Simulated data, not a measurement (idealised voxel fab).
The process module presented herein is designated voxel transistor to metal.
285 nm wide, 5 nm square cells: that's cross-section cut.
Just so we're on the same page, the cross-sections are grids of square cells, and they're listed out in bands top to bottom, each band one or more rows deep.
Band: top height; bottom height; in nm. Then, left to right: material with width in nm, for each material. "throughout": a single material spanning edge to edge. "empty": empty space.
Height is counted from the level 0, under which the received wafer is composed throughout of one material. The lowest of the bands is not closed at the bottom but continues downward, in the notation "z 0 and below".
Width: "30->40" (first number = top row, second number = bottom row, same change from row to row of cells).
Where a step carries "identical to before", the cross-section came out of it unchanged, cell for cell.
Closed-off voids of 8+ cells (no open route to the top) go in "Closed internal voids", written width x height at distance from the left edge, in nm.
Post-settings text on a step line: simulator's own remark regarding the step.
Regarding "overlay nm": on a step with a mask, it is the distance the mask lay to the right of its planned place; a negative value places it to the left.
In what follows, pairs of cross-sections are presented, each taken before and after one process step, with the after cross-section shown only down to the lowest band that was altered; the step, together with its settings, is stated below the pair. The pairs may stem from different runs of this module on the same starting wafer; accordingly, a pair should be taken as continuing from the one above it solely where its entry headed "Ex-ante state" indicates as much.
EX-ANTE STATE
z 95 to 80  aC (30) / empty (15) / aC (115) / empty (15) / aC (110)
z 80 to 65  lowk (30) / aC (15) / lowk (115) / aC (15) / lowk (110)
z 65 to 55  lowk throughout
z 55 to 50  SiCN throughout
z 50 to 35  SiO2 (30) / W (15) / SiO2 (65) / W (15) / SiO2 (35) / W (15) / SiO2 (65) / W (15) / SiO2 (30)
z 35 to 25  SiO2 (30) / TiN (15) / SiO2 (65) / TiN (15) / SiO2 (35) / TiN (15) / SiO2 (65) / TiN (15) / SiO2 (30)
z 25 to 20  HfO2 (50) / SiN (10) / HfO2 (5) / TiN (5) / W (15) / TiN (5) / HfO2 (5) / SiN (10) / HfO2 (75) / SiN (10) / HfO2 (5) / TiN (5) / W (15) / TiN (5) / HfO2 (5) / SiN (10) / HfO2 (50)
z 20 to 10  SiO2 (50) / SiN (10) / HfO2 (5) / TiN (5) / W (15) / TiN (5) / HfO2 (5) / SiN (10) / SiO2 (75) / SiN (10) / HfO2 (5) / TiN (5) / W (15) / TiN (5) / HfO2 (5) / SiN (10) / SiO2 (50)
z 10 to 5  SiO2 (25) / SiGe (25) / SiN (10) / HfO2 (5) / TiN (5) / W (15) / TiN (5) / HfO2 (5) / SiN (10) / SiGe (25) / SiO2 (25) / SiGe (25) / SiN (10) / HfO2 (5) / TiN (5) / W (15) / TiN (5) / HfO2 (5) / SiN (10) / SiGe (25) / SiO2 (25)
z 5 to 0  SiO2 (20) / SiN (10) / SiGe (20) / SiN (10) / HfO2 (5) / TiN (5) / W (15) / TiN (5) / HfO2 (5) / SiN (10) / SiGe (20) / SiN (10) / SiO2 (15) / SiN (10) / SiGe (20) / SiN (10) / HfO2 (5) / TiN (5) / W (15) / TiN (5) / HfO2 (5) / SiN (10) / SiGe (20) / SiN (10) / SiO2 (20)
z 0 to -5  SiO2 (20) / SiN (10) / SiGe (20) / SiN (10) / HfO2 (5) / TiN (25) / HfO2 (5) / SiN (10) / SiGe (20) / SiN (10) / SiO2 (15) / SiN (10) / SiGe (20) / SiN (10) / HfO2 (5) / TiN (25) / HfO2 (5) / SiN (10) / SiGe (20) / SiN (10) / SiO2 (20)
z -5 to -10  SiO2 (30) / SiGe (20) / SiO2 (5) / HfO2 (45) / SiO2 (5) / SiGe (20) / SiO2 (35) / SiGe (20) / SiO2 (5) / HfO2 (45) / SiO2 (5) / SiGe (20) / SiO2 (30)
z -10 to -25  SiO2 (25) / Si (5) / SiGe (20) / Si (55) / SiGe (20) / Si (5) / SiO2 (25) / Si (5) / SiGe (20) / Si (55) / SiGe (20) / Si (5) / SiO2 (25)
z -25 to -30  SiO2 (25) / Si (105) / SiO2 (25) / Si (105) / SiO2 (25)
z -30 and below  Si throughout
Closed internal voids: none
SECTION, POST-STEP
z 125 to 95  resist (30) / empty (15) / resist (115) / empty (15) / resist (110)
Lower than 95, everything is as it was.
Closed internal voids: none
Here is the step that sits between the two cross-sections above: PATTERN with tone open, mask id METAL_2_HOLES, material resist, width nm 15, pitch nm 130, thk nm 30, overlay nm 0
Ex-ante state: the state before this step is the cross-section shown after the step in the pair just above.
SECTION, POST-STEP
z 110 to 95  resist (30) / empty (15) / resist (115) / empty (15) / resist (110)
z 95 to 80  aC (30) / empty (15) / aC (115) / empty (15) / aC (110)
z 80 to 65  lowk (30) / empty (15) / lowk (115) / empty (15) / lowk (110)
Lower than 65, everything is as it was.
Closed internal voids: none
Here is the step that sits between the two cross-sections above: DIRECTIONAL_ETCH with etch materials aC, depth nm 15
Ex-ante state: the state before this step is the cross-section shown after the step in the pair just above.
SECTION, POST-STEP
z 95 to 80  aC (30) / empty (15) / aC (115) / empty (15) / aC (110)
Lower than 80, everything is as it was.
Closed internal voids: none
Here is the step that sits between the two cross-sections above: STRIP with etch materials resist
Ex-ante state: the state before this step is the cross-section shown after the step in the pair just above.
SECTION, POST-STEP
z 95 to 80  aC (30) / empty (15) / aC (115) / empty (15) / aC (110)
z 80 to 55  lowk (30) / empty (15) / lowk (115) / empty (15) / lowk (110)
Lower than 55, everything is as it was.
Closed internal voids: none
Here is the step that sits between the two cross-sections above: DIRECTIONAL_ETCH with etch materials lowk, depth nm 10
Ex-ante state: the state before this step is the cross-section shown after the step in the pair just above.
SECTION, POST-STEP
z 95 to 80  aC (30) / empty (15) / aC (115) / empty (15) / aC (110)
z 80 to 55  lowk (30) / empty (15) / lowk (115) / empty (15) / lowk (110)
z 55 to 50  SiCN (30) / empty (15) / SiCN (115) / empty (15) / SiCN (110)
Lower than 50, everything is as it was.
Closed internal voids: none
Here is the step that sits between the two cross-sections above: DIRECTIONAL_ETCH with etch materials SiCN, depth nm 5
Ex-ante state: the state before this step is the cross-section shown after the step in the pair just above.
SECTION, POST-STEP
z 80 to 55  lowk (30) / empty (15) / lowk (115) / empty (15) / lowk (110)
Lower than 55, everything is as it was.
Closed internal voids: none
Here is the step that sits between the two cross-sections above: STRIP with etch materials aC
Ex-ante state: the state before this step is the cross-section shown after the step in the pair just above.
SECTION, POST-STEP
z 85 to 80  TiN (35) / empty (5) / TiN (125) / empty (5) / TiN (115)
z 80 to 55  lowk (30) / TiN (5) / empty (5) / TiN (5) / lowk (115) / TiN (5) / empty (5) / TiN (5) / lowk (110)
z 55 to 50  SiCN (30) / TiN (15) / SiCN (115) / TiN (15) / SiCN (110)
Lower than 50, everything is as it was.
Closed internal voids: none
Here is the step that sits between the two cross-sections above: CONFORMAL_DEP with material TiN, thk nm 5
Ex-ante state: the state before this step is the cross-section shown after the step in the pair just above.
SECTION, POST-STEP
z 90 to 85  Cu throughout
z 85 to 80  TiN (35) / Cu (5) / TiN (125) / Cu (5) / TiN (115)
z 80 to 55  lowk (30) / TiN (5) / Cu (5) / TiN (5) / lowk (115) / TiN (5) / Cu (5) / TiN (5) / lowk (110)
Lower than 55, everything is as it was.
Closed internal voids: none
Here is the step that sits between the two cross-sections above: FILL_DEP with material Cu, thk nm 5
Ex-ante state: the state before this step is the cross-section shown after the step in the pair just above.
SECTION, POST-STEP
z 80 to 55  lowk (30) / TiN (5) / Cu (5) / TiN (5) / lowk (115) / TiN (5) / Cu (5) / TiN (5) / lowk (110)
Lower than 55, everything is as it was.
Closed internal voids: none
Here is the step that sits between the two cross-sections above: CMP with height nm 80
Ex-ante state: the state before this step is the cross-section shown after the step in the pair just above.
SECTION, POST-STEP
z 85 to 80  SiCN throughout
Lower than 80, everything is as it was.
Closed internal voids: none
Here is the step that sits between the two cross-sections above: CONFORMAL_DEP with material SiCN, thk nm 5
EX-ANTE STATE
z 80 to 55  lowk throughout
z 55 to 50  SiCN throughout
z 50 to 35  SiO2 (30) / W (15) / SiO2 (65) / W (15) / SiO2 (35) / W (15) / SiO2 (65) / W (15) / SiO2 (30)
z 35 to 30  SiO2 (30) / TiN (15) / SiO2 (65) / TiN (15) / SiO2 (35) / TiN (15) / SiO2 (65) / TiN (15) / SiO2 (30)
z 30 to 20  SiO2 (30) / TiN (5) / Ru (5) / TiN (5) / SiO2 (65) / TiN (5) / Ru (5) / TiN (5) / SiO2 (35) / TiN (5) / Ru (5) / TiN (5) / SiO2 (65) / TiN (5) / Ru (5) / TiN (5) / SiO2 (30)
z 20 to 15  SiO2 (30) / TiN (5) / Ru (5) / TiN (5) / SiO2 (5) / SiN (10) / HfO2 (5) / TiN (5) / W (15) / TiN (5) / HfO2 (5) / SiN (10) / SiO2 (5) / TiN (5) / Ru (5) / TiN (5) / SiO2 (35) / TiN (5) / Ru (5) / TiN (5) / SiO2 (5) / SiN (10) / HfO2 (5) / TiN (5) / W (15) / TiN (5) / HfO2 (5) / SiN (10) / SiO2 (5) / TiN (5) / Ru (5) / TiN (5) / SiO2 (30)
z 15 to 10  SiO2 (30) / TiN (15) / SiO2 (5) / SiN (10) / HfO2 (5) / TiN (5) / W (15) / TiN (5) / HfO2 (5) / SiN (10) / SiO2 (5) / TiN (15) / SiO2 (35) / TiN (15) / SiO2 (5) / SiN (10) / HfO2 (5) / TiN (5) / W (15) / TiN (5) / HfO2 (5) / SiN (10) / SiO2 (5) / TiN (15) / SiO2 (30)
z 10 to 5  SiO2 (25) / SiGe (25) / SiN (10) / HfO2 (5) / TiN (5) / W (15) / TiN (5) / HfO2 (5) / SiN (10) / SiGe (25) / SiO2 (25) / SiGe (25) / SiN (10) / HfO2 (5) / TiN (5) / W (15) / TiN (5) / HfO2 (5) / SiN (10) / SiGe (25) / SiO2 (25)
z 5 to 0  SiO2 (20) / SiN (10) / SiGe (20) / SiN (10) / HfO2 (5) / TiN (5) / W (15) / TiN (5) / HfO2 (5) / SiN (10) / SiGe (20) / SiN (10) / SiO2 (15) / SiN (10) / SiGe (20) / SiN (10) / HfO2 (5) / TiN (5) / W (15) / TiN (5) / HfO2 (5) / SiN (10) / SiGe (20) / SiN (10) / SiO2 (20)
z 0 to -5  SiO2 (20) / SiN (10) / SiGe (20) / SiN (10) / HfO2 (5) / TiN (25) / HfO2 (5) / SiN (10) / SiGe (20) / SiN (10) / SiO2 (15) / SiN (10) / SiGe (20) / SiN (10) / HfO2 (5) / TiN (25) / HfO2 (5) / SiN (10) / SiGe (20) / SiN (10) / SiO2 (20)
z -5 to -10  SiO2 (30) / SiGe (20) / SiO2 (5) / HfO2 (45) / SiO2 (5) / SiGe (20) / SiO2 (35) / SiGe (20) / SiO2 (5) / HfO2 (45) / SiO2 (5) / SiGe (20) / SiO2 (30)
z -10 to -25  SiO2 (25) / Si (5) / SiGe (20) / Si (55) / SiGe (20) / Si (5) / SiO2 (25) / Si (5) / SiGe (20) / Si (55) / SiGe (20) / Si (5) / SiO2 (25)
z -25 to -30  SiO2 (25) / Si (105) / SiO2 (25) / Si (105) / SiO2 (25)
z -30 and below  Si throughout
Closed internal voids: none
SECTION, POST-STEP
z 80 to 65  lowk (25) / empty (25) / lowk (105) / empty (25) / lowk (105)
Lower than 65, everything is as it was.
Closed internal voids: none
Here is the step that sits between the two cross-sections above: MASKED_ETCH with tone open, mask id METAL_2, width nm 25, pitch nm 130, etch materials lowk, depth nm 15, overlay nm 0
Ex-ante state: the state before this step is the cross-section shown after the step in the pair just above.
SECTION, POST-STEP
z 95 to 80  aC (25) / empty (25) / aC (105) / empty (25) / aC (105)
z 80 to 65  lowk (25) / aC (25) / lowk (105) / aC (25) / lowk (105)
Lower than 65, everything is as it was.
Closed internal voids: none
Here is the step that sits between the two cross-sections above: DIRECTIONAL_DEP with material aC, thk nm 15
Ex-ante state: the state before this step is the cross-section shown after the step in the pair just above.
SECTION, POST-STEP
z 125 to 95  resist (30) / empty (15) / resist (115) / empty (15) / resist (110)
z 95 to 80  aC (25) / resist (5) / empty (15) / resist (5) / aC (105) / resist (5) / empty (15) / resist (5) / aC (105)
Lower than 80, everything is as it was.
Closed internal voids: none
Here is the step that sits between the two cross-sections above: PATTERN with tone open, mask id METAL_2_HOLES, material resist, width nm 15, pitch nm 130, thk nm 30, overlay nm 0
Ex-ante state: the state before this step is the cross-section shown after the step in the pair just above.
SECTION, POST-STEP
z 110 to 95  resist (30) / empty (15) / resist (115) / empty (15) / resist (110)
z 95 to 80  aC (25) / resist (5) / empty (15) / resist (5) / aC (105) / resist (5) / empty (15) / resist (5) / aC (105)
z 80 to 65  lowk (25) / aC (5) / empty (15) / aC (5) / lowk (105) / aC (5) / empty (15) / aC (5) / lowk (105)
Lower than 65, everything is as it was.
Closed internal voids: none
Here is the step that sits between the two cross-sections above: DIRECTIONAL_ETCH with etch materials aC, depth nm 15
Ex-ante state: the state before this step is the cross-section shown after the step in the pair just above.
SECTION, POST-STEP
z 95 to 80  aC (25) / empty (25) / aC (105) / empty (25) / aC (105)
Lower than 80, everything is as it was.
Closed internal voids: none
Here is the step that sits between the two cross-sections above: STRIP with etch materials resist
Ex-ante state: the state before this step is the cross-section shown after the step in the pair just above.
SECTION, POST-STEP
z 95 to 80  aC (25) / empty (25) / aC (105) / empty (25) / aC (105)
z 80 to 65  lowk (25) / aC (5) / empty (15) / aC (5) / lowk (105) / aC (5) / empty (15) / aC (5) / lowk (105)
z 65 to 55  lowk (30) / empty (15) / lowk (115) / empty (15) / lowk (110)
Lower than 55, everything is as it was.
Closed internal voids: none
Here is the step that sits between the two cross-sections above: DIRECTIONAL_ETCH with etch materials lowk, depth nm 10
Ex-ante state: the state before this step is the cross-section shown after the step in the pair just above.
SECTION, POST-STEP
z 95 to 80  aC (25) / empty (25) / aC (105) / empty (25) / aC (105)
z 80 to 65  lowk (25) / aC (5) / empty (15) / aC (5) / lowk (105) / aC (5) / empty (15) / aC (5) / lowk (105)
z 65 to 55  lowk (30) / empty (15) / lowk (115) / empty (15) / lowk (110)
z 55 to 50  SiCN (30) / empty (15) / SiCN (115) / empty (15) / SiCN (110)
Lower than 50, everything is as it was.
Closed internal voids: none
Here is the step that sits between the two cross-sections above: DIRECTIONAL_ETCH with etch materials SiCN, depth nm 5
Ex-ante state: the state before this step is the cross-section shown after the step in the pair just above.
SECTION, POST-STEP
z 80 to 65  lowk (25) / empty (25) / lowk (105) / empty (25) / lowk (105)
Lower than 65, everything is as it was.
Closed internal voids: none
Here is the step that sits between the two cross-sections above: STRIP with etch materials aC
Ex-ante state: the state before this step is the cross-section shown after the step in the pair just above.
SECTION, POST-STEP
z 85 to 80  TiN (30) / empty (15) / TiN (115) / empty (15) / TiN (110)
z 80 to 70  lowk (25) / TiN (5) / empty (15) / TiN (5) / lowk (105) / TiN (5) / empty (15) / TiN (5) / lowk (105)
z 70 to 65  lowk (25) / TiN (10) / empty (5) / TiN (10) / lowk (105) / TiN (10) / empty (5) / TiN (10) / lowk (105)
z 65 to 55  lowk (30) / TiN (5) / empty (5) / TiN (5) / lowk (115) / TiN (5) / empty (5) / TiN (5) / lowk (110)
z 55 to 50  SiCN (30) / TiN (15) / SiCN (115) / TiN (15) / SiCN (110)
Lower than 50, everything is as it was.
Closed internal voids: none
Here is the step that sits between the two cross-sections above: CONFORMAL_DEP with material TiN, thk nm 5
Ex-ante state: the state before this step is the cross-section shown after the step in the pair just above.
SECTION, POST-STEP
z 90 to 85  Cu throughout
z 85 to 80  TiN (30) / Cu (15) / TiN (115) / Cu (15) / TiN (110)
z 80 to 70  lowk (25) / TiN (5) / Cu (15) / TiN (5) / lowk (105) / TiN (5) / Cu (15) / TiN (5) / lowk (105)
z 70 to 65  lowk (25) / TiN (10) / Cu (5) / TiN (10) / lowk (105) / TiN (10) / Cu (5) / TiN (10) / lowk (105)
z 65 to 55  lowk (30) / TiN (5) / Cu (5) / TiN (5) / lowk (115) / TiN (5) / Cu (5) / TiN (5) / lowk (110)
Lower than 55, everything is as it was.
Closed internal voids: none
Here is the step that sits between the two cross-sections above: FILL_DEP with material Cu, thk nm 5
Ex-ante state: the state before this step is the cross-section shown after the step in the pair just above.
SECTION, POST-STEP
z 80 to 70  lowk (25) / TiN (5) / Cu (15) / TiN (5) / lowk (105) / TiN (5) / Cu (15) / TiN (5) / lowk (105)
Lower than 70, everything is as it was.
Closed internal voids: none
Here is the step that sits between the two cross-sections above: CMP with height nm 80
Ex-ante state: the state before this step is the cross-section shown after the step in the pair just above.
SECTION, POST-STEP
z 85 to 80  SiCN throughout
Lower than 80, everything is as it was.
Closed internal voids: none
Here is the step that sits between the two cross-sections above: CONFORMAL_DEP with material SiCN, thk nm 5
EX-ANTE STATE
z 25 to 15  aC throughout
z 15 to 0  SiN throughout
z 0 to -5  SiO2 throughout
z -5 and below  Si throughout
Closed internal voids: none
SECTION, POST-STEP
z 55 to 25  empty (35) / resist (105) / empty (25) / resist (105) / empty (15)
Lower than 25, everything is as it was.
Closed internal voids: none
Here is the step that sits between the two cross-sections above: PATTERN with tone cover, mask id ACTIVE, material resist, width nm 105, pitch nm 130, thk nm 30, overlay nm 10
Ex-ante state: the state before this step is the cross-section shown after the step in the pair just above.
SECTION, POST-STEP
z 45 to 25  empty (35) / resist (105) / empty (25) / resist (105) / empty (15)
z 25 to 15  empty (35) / aC (105) / empty (25) / aC (105) / empty (15)
Lower than 15, everything is as it was.
Closed internal voids: none
Here is the step that sits between the two cross-sections above: DIRECTIONAL_ETCH with etch materials aC, depth nm 10
Ex-ante state: the state before this step is the cross-section shown after the step in the pair just above.
SECTION, POST-STEP
z 25 to 15  empty (35) / aC (105) / empty (25) / aC (105) / empty (15)
Lower than 15, everything is as it was.
Closed internal voids: none
Here is the step that sits between the two cross-sections above: STRIP with etch materials resist
Ex-ante state: the state before this step is the cross-section shown after the step in the pair just above.
SECTION, POST-STEP
z 25 to 15  empty (35) / aC (105) / empty (25) / aC (105) / empty (15)
z 15 to 0  empty (35) / SiN (105) / empty (25) / SiN (105) / empty (15)
Lower than 0, everything is as it was.
Closed internal voids: none
Here is the step that sits between the two cross-sections above: DIRECTIONAL_ETCH with etch materials SiN, depth nm 15
Ex-ante state: the state before this step is the cross-section shown after the step in the pair just above.
SECTION, POST-STEP
z 25 to 15  empty (35) / aC (105) / empty (25) / aC (105) / empty (15)
z 15 to 0  empty (35) / SiN (105) / empty (25) / SiN (105) / empty (15)
z 0 to -5  empty (35) / SiO2 (105) / empty (25) / SiO2 (105) / empty (15)
Lower than -5, everything is as it was.
Closed internal voids: none
Here is the step that sits between the two cross-sections above: DIRECTIONAL_ETCH with etch materials SiO2, depth nm 5
Ex-ante state: the state before this step is the cross-section shown after the step in the pair just above.
SECTION, POST-STEP
z 25 to 15  empty (35) / aC (105) / empty (25) / aC (105) / empty (15)
z 15 to 0  empty (35) / SiN (105) / empty (25) / SiN (105) / empty (15)
z 0 to -5  empty (35) / SiO2 (105) / empty (25) / SiO2 (105) / empty (15)
z -5 to -30  empty (35) / Si (105) / empty (25) / Si (105) / empty (15)
Lower than -30, everything is as it was.
Closed internal voids: none
Here is the step that sits between the two cross-sections above: DIRECTIONAL_ETCH with etch materials Si, depth nm 25
Ex-ante state: the state before this step is the cross-section shown after the step in the pair just above.
SECTION, POST-STEP
z 15 to 0  empty (35) / SiN (105) / empty (25) / SiN (105) / empty (15)
Lower than 0, everything is as it was.
Closed internal voids: none
Here is the step that sits between the two cross-sections above: STRIP with etch materials aC
Ex-ante state: the state before this step is the cross-section shown after the step in the pair just above.
SECTION, POST-STEP
z 30 to 15  SiO2 throughout
z 15 to 0  SiO2 (35) / SiN (105) / SiO2 (25) / SiN (105) / SiO2 (15)
z 0 to -5  SiO2 throughout
z -5 to -30  SiO2 (35) / Si (105) / SiO2 (25) / Si (105) / SiO2 (15)
Lower than -30, everything is as it was.
Closed internal voids: none
Here is the step that sits between the two cross-sections above: FILL_DEP with material SiO2, thk nm 15
Ex-ante state: the state before this step is the cross-section shown after the step in the pair just above.
SECTION, POST-STEP
z 15 to 0  SiO2 (35) / SiN (105) / SiO2 (25) / SiN (105) / SiO2 (15)
Lower than 0, everything is as it was.
Closed internal voids: none
Here is the step that sits between the two cross-sections above: CMP with height nm 15
Ex-ante state: the state before this step is the cross-section shown after the step in the pair just above.
SECTION, POST-STEP
z 15 to 10  empty (35) / SiN (105) / empty (25) / SiN (105) / empty (15)
Lower than 10, everything is as it was.
Closed internal voids: none
Here is the step that sits between the two cross-sections above: SELECTIVE_ETCH with etch materials SiO2, depth nm 5
Ex-ante state: the state before this step is the cross-section shown after the step in the pair just above.
SECTION, POST-STEP
z 10 to 0  SiO2 (35) / empty (105) / SiO2 (25) / empty (105) / SiO2 (15)
Lower than 0, everything is as it was.
Closed internal voids: none
Here is the step that sits between the two cross-sections above: STRIP with etch materials SiN
Ex-ante state: the state before this step is the cross-section shown after the step in the pair just above.
SECTION, POST-STEP
z 5 to -5  SiO2 (30) / empty (115) / SiO2 (15) / empty (115) / SiO2 (10)
Lower than -5, everything is as it was.
Closed internal voids: none
Here is the step that sits between the two cross-sections above: SELECTIVE_ETCH with etch materials SiO2, depth nm 5
Ex-ante state: the state before this step is the cross-section shown after the step in the pair just above.
SECTION, POST-STEP
z 5 to -5  SiO2 (30) / empty (115) / SiO2 (15) / empty (115) / SiO2 (10)
z -5 to -10  SiO2 throughout
Lower than -10, everything is as it was.
Closed internal voids: none
Here is the step that sits between the two cross-sections above: OXIDIZE with depth nm 5
Ex-ante state: the state before this step is the cross-section shown after the step in the pair just above.
SECTION, POST-STEP
z 35 to 25  polySi (30) / empty (115) / polySi (15) / empty (115) / polySi (10)
z 25 to 5  polySi throughout
z 5 to -5  SiO2 (30) / polySi (115) / SiO2 (15) / polySi (115) / SiO2 (10)
Lower than -5, everything is as it was.
Closed internal voids: none
Here is the step that sits between the two cross-sections above: DIRECTIONAL_DEP with material polySi, thk nm 30
Ex-ante state: the state before this step is the cross-section shown after the step in the pair just above.
SECTION, POST-STEP
z 50 to 40  SiCN (30) / empty (115) / SiCN (15) / empty (115) / SiCN (10)
z 40 to 35  SiCN throughout
z 35 to 25  polySi (30) / SiCN (115) / polySi (15) / SiCN (115) / polySi (10)
Lower than 25, everything is as it was.
Closed internal voids: none
Here is the step that sits between the two cross-sections above: DIRECTIONAL_DEP with material SiCN, thk nm 15
Ex-ante state: the state before this step is the cross-section shown after the step in the pair just above.
SECTION, POST-STEP
z 40 to 35  empty (60) / SiCN (35) / empty (95) / SiCN (35) / empty (60)
z 35 to 25  polySi (30) / empty (30) / SiCN (35) / empty (50) / polySi (15) / empty (30) / SiCN (35) / empty (50) / polySi (10)
Lower than 25, everything is as it was.
Closed internal voids: none
Here is the step that sits between the two cross-sections above: MASKED_ETCH with tone cover, mask id GATE, width nm 35, pitch nm 130, etch materials SiCN, depth nm 25, overlay nm 0
Ex-ante state: the state before this step is the cross-section shown after the step in the pair just above.
SECTION, POST-STEP
z 40 to 25  empty (60) / SiCN (35) / empty (95) / SiCN (35) / empty (60)
z 25 to 5  empty (60) / polySi (35) / empty (95) / polySi (35) / empty (60)
z 5 to -5  SiO2 (30) / empty (30) / polySi (35) / empty (50) / SiO2 (15) / empty (30) / polySi (35) / empty (50) / SiO2 (10)
Lower than -5, everything is as it was.
Closed internal voids: none
Here is the step that sits between the two cross-sections above: MASKED_ETCH with tone cover, mask id GATE, width nm 35, pitch nm 130, etch materials polySi, depth nm 40, overlay nm 0
Ex-ante state: the state before this step is the cross-section shown after the step in the pair just above.
SECTION, POST-STEP
z 50 to 40  empty (50) / SiN (55) / empty (75) / SiN (55) / empty (50)
z 40 to 25  empty (50) / SiN (10) / SiCN (35) / SiN (10) / empty (75) / SiN (10) / SiCN (35) / SiN (10) / empty (50)
z 25 to 15  empty (50) / SiN (10) / polySi (35) / SiN (10) / empty (75) / SiN (10) / polySi (35) / SiN (10) / empty (50)
z 15 to 5  SiN (40) / empty (10) / SiN (10) / polySi (35) / SiN (10) / empty (30) / SiN (35) / empty (10) / SiN (10) / polySi (35) / SiN (10) / empty (30) / SiN (20)
z 5 to -5  SiO2 (30) / SiN (30) / polySi (35) / SiN (50) / SiO2 (15) / SiN (30) / polySi (35) / SiN (50) / SiO2 (10)
Lower than -5, everything is as it was.
Closed internal voids: none
Here is the step that sits between the two cross-sections above: CONFORMAL_DEP with material SiN, thk nm 10
Ex-ante state: the state before this step is the cross-section shown after the step in the pair just above.
SECTION, POST-STEP
z 40 to 25  empty (50) / SiN (10) / SiCN (35) / SiN (10) / empty (75) / SiN (10) / SiCN (35) / SiN (10) / empty (50)
z 25 to 5  empty (50) / SiN (10) / polySi (35) / SiN (10) / empty (75) / SiN (10) / polySi (35) / SiN (10) / empty (50)
z 5 to -5  SiO2 (30) / SiN (10) / empty (10) / SiN (10) / polySi (35) / SiN (10) / empty (30) / SiN (10) / SiO2 (15) / SiN (10) / empty (10) / SiN (10) / polySi (35) / SiN (10) / empty (30) / SiN (10) / SiO2 (10)
Lower than -5, everything is as it was.
Closed internal voids: none
Here is the step that sits between the two cross-sections above: DIRECTIONAL_ETCH with etch materials SiN, depth nm 10
Ex-ante state: the state before this step is the cross-section shown after the step in the pair just above.
SECTION, POST-STEP
z 40 to 25  empty (50) / SiN (10) / SiCN (35) / SiN (10) / empty (75) / SiN (10) / SiCN (35) / SiN (10) / empty (50)
z 25 to 5  empty (50) / SiN (10) / polySi (35) / SiN (10) / empty (75) / SiN (10) / polySi (35) / SiN (10) / empty (50)
z 5 to 0  empty (30) / SiN (10) / empty (10) / SiN (10) / polySi (35) / SiN (10) / empty (30) / SiN (10) / empty (15) / SiN (10) / empty (10) / SiN (10) / polySi (35) / SiN (10) / empty (30) / SiN (10) / empty (10)
z 0 to -5  SiO2 (30) / SiN (10) / empty (10) / SiN (10) / polySi (35) / SiN (10) / empty (30) / SiN (10) / SiO2 (15) / SiN (10) / empty (10) / SiN (10) / polySi (35) / SiN (10) / empty (30) / SiN (10) / SiO2 (10)
z -5 to -10  SiO2 (40) / empty (10) / SiO2 (55) / empty (30) / SiO2 (35) / empty (10) / SiO2 (55) / empty (30) / SiO2 (20)
Lower than -10, everything is as it was.
Closed internal voids: none
Here is the step that sits between the two cross-sections above: DIRECTIONAL_ETCH with etch materials SiO2, depth nm 5
Ex-ante state: the state before this step is the cross-section shown after the step in the pair just above.
SECTION, POST-STEP
z 40 to 25  empty (50) / SiN (10) / SiCN (35) / SiN (10) / empty (75) / SiN (10) / SiCN (35) / SiN (10) / empty (50)
z 25 to 5  empty (50) / SiN (10) / polySi (35) / SiN (10) / empty (75) / SiN (10) / polySi (35) / SiN (10) / empty (50)
z 5 to 0  empty (30) / SiN (10) / empty (10) / SiN (10) / polySi (35) / SiN (10) / empty (30) / SiN (10) / empty (15) / SiN (10) / empty (10) / SiN (10) / polySi (35) / SiN (10) / empty (30) / SiN (10) / empty (10)
z 0 to -5  SiO2 (30) / SiN (10) / empty (10) / SiN (10) / polySi (35) / SiN (10) / empty (30) / SiN (10) / SiO2 (15) / SiN (10) / empty (10) / SiN (10) / polySi (35) / SiN (10) / empty (30) / SiN (10) / SiO2 (10)
z -5 to -10  SiO2 (40) / empty (10) / SiO2 (55) / empty (30) / SiO2 (35) / empty (10) / SiO2 (55) / empty (30) / SiO2 (20)
z -10 to -25  SiO2 (35) / Si (5) / empty (10) / Si (55) / empty (30) / Si (5) / SiO2 (25) / Si (5) / empty (10) / Si (55) / empty (30) / Si (5) / SiO2 (15)
Lower than -25, everything is as it was.
Closed internal voids: none
Here is the step that sits between the two cross-sections above: DIRECTIONAL_ETCH with etch materials Si, depth nm 15
Ex-ante state: the state before this step is the cross-section shown after the step in the pair just above.
SECTION, POST-STEP
z 40 to 25  empty (50) / SiN (10) / SiCN (35) / SiN (10) / empty (75) / SiN (10) / SiCN (35) / SiN (10) / empty (50)
z 25 to 10  empty (50) / SiN (10) / polySi (35) / SiN (10) / empty (75) / SiN (10) / polySi (35) / SiN (10) / empty (50)
z 10 to 5  empty (35) / SiGe (15) / SiN (10) / polySi (35) / SiN (10) / SiGe (35) / empty (25) / SiGe (15) / SiN (10) / polySi (35) / SiN (10) / SiGe (35) / empty (15)
z 5 to 0  empty (30) / SiN (10) / SiGe (10) / SiN (10) / polySi (35) / SiN (10) / SiGe (30) / SiN (10) / empty (15) / SiN (10) / SiGe (10) / SiN (10) / polySi (35) / SiN (10) / SiGe (30) / SiN (10) / empty (10)
z 0 to -5  SiO2 (30) / SiN (10) / SiGe (10) / SiN (10) / polySi (35) / SiN (10) / SiGe (30) / SiN (10) / SiO2 (15) / SiN (10) / SiGe (10) / SiN (10) / polySi (35) / SiN (10) / SiGe (30) / SiN (10) / SiO2 (10)
z -5 to -10  SiO2 (40) / SiGe (10) / SiO2 (55) / SiGe (30) / SiO2 (35) / SiGe (10) / SiO2 (55) / SiGe (30) / SiO2 (20)
z -10 to -25  SiO2 (35) / Si (5) / SiGe (10) / Si (55) / SiGe (30) / Si (5) / SiO2 (25) / Si (5) / SiGe (10) / Si (55) / SiGe (30) / Si (5) / SiO2 (15)
Lower than -25, everything is as it was.
Closed internal voids: none
Here is the step that sits between the two cross-sections above: EPI with material SiGe, thk nm 20
Ex-ante state: the state before this step is the cross-section shown after the step in the pair just above.
SECTION, POST-STEP
z 50 to 40  SiO2 throughout
z 40 to 25  SiO2 (50) / SiN (10) / SiCN (35) / SiN (10) / SiO2 (75) / SiN (10) / SiCN (35) / SiN (10) / SiO2 (50)
z 25 to 10  SiO2 (50) / SiN (10) / polySi (35) / SiN (10) / SiO2 (75) / SiN (10) / polySi (35) / SiN (10) / SiO2 (50)
z 10 to 5  SiO2 (35) / SiGe (15) / SiN (10) / polySi (35) / SiN (10) / SiGe (35) / SiO2 (25) / SiGe (15) / SiN (10) / polySi (35) / SiN (10) / SiGe (35) / SiO2 (15)
z 5 to -5  SiO2 (30) / SiN (10) / SiGe (10) / SiN (10) / polySi (35) / SiN (10) / SiGe (30) / SiN (10) / SiO2 (15) / SiN (10) / SiGe (10) / SiN (10) / polySi (35) / SiN (10) / SiGe (30) / SiN (10) / SiO2 (10)
Lower than -5, everything is as it was.
Closed internal voids: none
Here is the step that sits between the two cross-sections above: FILL_DEP with material SiO2, thk nm 10
Ex-ante state: the state before this step is the cross-section shown after the step in the pair just above.
SECTION, POST-STEP
z 25 to 10  SiO2 (50) / SiN (10) / polySi (35) / SiN (10) / SiO2 (75) / SiN (10) / polySi (35) / SiN (10) / SiO2 (50)
Lower than 10, everything is as it was.
Closed internal voids: none
Here is the step that sits between the two cross-sections above: CMP with height nm 25
